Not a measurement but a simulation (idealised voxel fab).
process module | voxel plated lines
cross-section cut | 210 nm wide | cells 5 nm
A cross-section is a grid of square cells, given in bands from the top down. A band is one or more rows of cells.
Each band's line starts with the height of the band's top and of its bottom, in nm. Then come its materials from left to right, each with its width in nm. One material with "throughout" fills the band from edge to edge. "air" is empty space.
Height 0 is the level under which the wafer as received is all one material. The lowest band goes on downwards, as in "0 down".
A width such as "30 to 40" changes by the same amount from each row of cells to the next, from the band's top row to its bottom row.
"no change" after a step means that no cell of the cross-section changed.
closed voids: empty space of 8 cells or more with no open way to the top, each as width x height at its distance from the left edge, in nm
after a step's settings: what the simulator itself notes on the step
overlay nm, on a step with a mask: how far to the right of its planned place the mask lay; to the left if negative
plan
1 op RECEIVE | material Si
2 op CONFORMAL_DEP | material SiN | thk nm 10
3 op DIRECTIONAL_DEP | material TiN | thk nm 5
4 op PATTERN | tone open | mask id LINES | material resist | width nm 20 | pitch nm 45 | thk nm 30 | overlay nm 0
5 op EPI | material Ru | thk nm 10
6 op EPI | material Ru | thk nm 10
7 op STRIP | etch materials resist
8 op DIRECTIONAL_ETCH | etch materials TiN | depth nm 5
9 op CONFORMAL_DEP | material SiCN | thk nm 5
as received, after step 1
  0 down: Si throughout
  closed voids: none
a wafer at the end: this start, this plan, one mistake
  40 to 35: SiCN 30 | air 10 | SiCN 35 | air 10 | SiCN 35 | air 10 | SiCN 35 | air 10 | SiCN 35
  35 to 15: Ru 25 | SiCN 5 | air 10 | SiCN 5 | Ru 25 | SiCN 5 | air 10 | SiCN 5 | Ru 25 | SiCN 5 | air 10 | SiCN 5 | Ru 25 | SiCN 5 | air 10 | SiCN 5 | Ru 30
  15 to 10: TiN 25 | SiCN 20 | TiN 25 | SiCN 20 | TiN 25 | SiCN 20 | TiN 25 | SiCN 20 | TiN 30
  10 to 0: SiN throughout
  0 down: Si throughout
  closed voids: none
what went wrong: step 4 ran as: op PATTERN | tone cover | mask id LINES | material resist | width nm 20 | pitch nm 45 | thk nm 30 | overlay nm 0
